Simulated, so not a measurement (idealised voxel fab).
The process module presented herein is designated voxel ribs on slabs.
This is section cut - it's 220 nm across, gridded in 5 nm square cells.
In this document a cross-section is written as a grid of square cells. It is given as a series of bands, listed from the top down, and a band is one or more rows of cells.
Top height, bottom height, nm. Materials left to right, width each, nm. Single material + "all across" = fills band edge to edge. "air" = empty.
Beneath 0, the wafer as received is one material, and that level is where height counting begins. The lowest band goes on downward without a bottom; it is written like "0 down".
A width such as "30 to 40" changes by the same amount from each row of cells to the next, from the band's top row to its bottom row.
You'll sometimes find "same as before" written for a step, and that's the way of saying that nowhere in the cross-section did a cell change during that step.
The entry titled "Enclosed cavity list" provides the empty spaces that have no open way to the top, restricted to those of 8 cells or more. Each is presented as width x height at distance, the distance being measured from the left edge, with all three in nm.
after a step's settings: what the simulator itself notes on the step
"overlay nm" on a masked step: distance the mask lay right of its planned place, negative for left.

Below is the list of planned process steps
1,op RECEIVE | material Si
2,op DIRECTIONAL_DEP | material SiO2 | thk nm 30
3,op DIRECTIONAL_DEP | material polySi | thk nm 15
4,op PATTERN | tone cover | mask id RIB | material resist | width nm 20 | thk nm 15 | overlay nm 0
5,op DIRECTIONAL_ETCH | etch materials polySi | depth nm 10
6,op STRIP | etch materials resist
7,op MASKED_ETCH | tone cover | mask id SLAB | width nm 70 | etch materials polySi | depth nm 5 | overlay nm 0
8,op FILL_DEP | material SiO2 | thk nm 15
9,op CMP | height nm 55
10,op DIRECTIONAL_DEP | material TiN | thk nm 5
11,op DIRECTIONAL_DEP | material aC | thk nm 15
12,op PATTERN | tone cover | mask id HEATER | material resist | width nm 30 | thk nm 35 | overlay nm 0
13,op DIRECTIONAL_ETCH | etch materials aC | depth nm 15
14,op STRIP | etch materials resist
15,op DIRECTIONAL_ETCH | etch materials TiN | depth nm 5
16,op STRIP | etch materials aC
17,op CONFORMAL_DEP | material SiO2 | thk nm 5

So, the first of our two wafers, run just as we planned it

Wafer at receipt (post step 1), cross-section
* 0 down | Si all across
* Enclosed cavity list: none

So this is the wafer cross-section right after step 2
* 30 to 0 | SiO2 all across
* Heights below 0 show no change.

So this is the wafer cross-section right after step 3
* 45 to 30 | polySi all across
* Heights below 30 show no change.

So this is the wafer cross-section right after step 4
* 60 to 45 | 100 air, 20 resist, 100 air
* Heights below 45 show no change.

So this is the wafer cross-section right after step 5
* 60 to 45 | 100 air, 20 resist, 100 air
* 45 to 35 | 100 air, 20 polySi, 100 air
* Heights below 35 show no change.

So this is the wafer cross-section right after step 6
* 45 to 35 | 100 air, 20 polySi, 100 air
* Heights below 35 show no change.

So this is the wafer cross-section right after step 7
* 45 to 35 | 100 air, 20 polySi, 100 air
* 35 to 30 | 75 air, 70 polySi, 75 air
* Heights below 30 show no change.

So this is the wafer cross-section right after step 8
* 60 to 45 | SiO2 all across
* 45 to 35 | 100 SiO2, 20 polySi, 100 SiO2
* 35 to 30 | 75 SiO2, 70 polySi, 75 SiO2
* Heights below 30 show no change.

So this is the wafer cross-section right after step 9
* 55 to 45 | SiO2 all across
* Heights below 45 show no change.

So this is the wafer cross-section right after step 10
* 60 to 55 | TiN all across
* Heights below 55 show no change.

So this is the wafer cross-section right after step 11
* 75 to 60 | aC all across
* Heights below 60 show no change.

So this is the wafer cross-section right after step 12
* 110 to 75 | 95 air, 30 resist, 95 air
* Heights below 75 show no change.

So this is the wafer cross-section right after step 13
* 95 to 75 | 95 air, 30 resist, 95 air
* 75 to 60 | 95 air, 30 aC, 95 air
* Heights below 60 show no change.

So this is the wafer cross-section right after step 14
* 75 to 60 | 95 air, 30 aC, 95 air
* Heights below 60 show no change.

So this is the wafer cross-section right after step 15
* 75 to 60 | 95 air, 30 aC, 95 air
* 60 to 55 | 95 air, 30 TiN, 95 air
* Heights below 55 show no change.

So this is the wafer cross-section right after step 16
* 60 to 55 | 95 air, 30 TiN, 95 air
* Heights below 55 show no change.

So this is the wafer cross-section right after step 17
* 65 to 60 | 90 air, 40 SiO2, 90 air
* 60 to 55 | 95 SiO2, 30 TiN, 95 SiO2
* Heights below 55 show no change.

Now the other wafer: same start, same recipe, but we messed up one thing when running it. Up to and including step 3 it's the same as the first one

Second wafer, section view, time point: scheduled end of step 4
* 60 to 45 | 110 air, 20 resist, 90 air
* Heights below 45 show no change.

Second wafer, section view, time point: scheduled end of step 5
* 60 to 45 | 110 air, 20 resist, 90 air
* 45 to 35 | 110 air, 20 polySi, 90 air
* Heights below 35 show no change.

Second wafer, section view, time point: scheduled end of step 6
* 45 to 35 | 110 air, 20 polySi, 90 air
* Heights below 35 show no change.

Second wafer, section view, time point: scheduled end of step 7
* 45 to 35 | 110 air, 20 polySi, 90 air
* 35 to 30 | 75 air, 70 polySi, 75 air
* Heights below 30 show no change.

Second wafer, section view, time point: scheduled end of step 8
* 60 to 45 | SiO2 all across
* 45 to 35 | 110 SiO2, 20 polySi, 90 SiO2
* 35 to 30 | 75 SiO2, 70 polySi, 75 SiO2
* Heights below 30 show no change.

Second wafer, section view, time point: scheduled end of step 9
* 55 to 45 | SiO2 all across
* Heights below 45 show no change.

Second wafer, section view, time point: scheduled end of step 10
* 60 to 55 | TiN all across
* Heights below 55 show no change.

Second wafer, section view, time point: scheduled end of step 11
* 75 to 60 | aC all across
* Heights below 60 show no change.

Second wafer, section view, time point: scheduled end of step 12
* 110 to 75 | 95 air, 30 resist, 95 air
* Heights below 75 show no change.

Second wafer, section view, time point: scheduled end of step 13
* 95 to 75 | 95 air, 30 resist, 95 air
* 75 to 60 | 95 air, 30 aC, 95 air
* Heights below 60 show no change.

Second wafer, section view, time point: scheduled end of step 14
* 75 to 60 | 95 air, 30 aC, 95 air
* Heights below 60 show no change.

Second wafer, section view, time point: scheduled end of step 15
* 75 to 60 | 95 air, 30 aC, 95 air
* 60 to 55 | 95 air, 30 TiN, 95 air
* Heights below 55 show no change.

Second wafer, section view, time point: scheduled end of step 16
* 60 to 55 | 95 air, 30 TiN, 95 air
* Heights below 55 show no change.

Second wafer, section view, time point: scheduled end of step 17
* 65 to 60 | 90 air, 40 SiO2, 90 air
* 60 to 55 | 95 SiO2, 30 TiN, 95 SiO2
* Heights below 55 show no change.
Deviation from plan: note that step 4 departed from the planned setting and was carried out as op PATTERN | tone cover | mask id RIB | material resist | width nm 20 | thk nm 15 | overlay nm 10
At the end, the second wafer has the same number of cells of each material as the first, but those cells sit in other places.
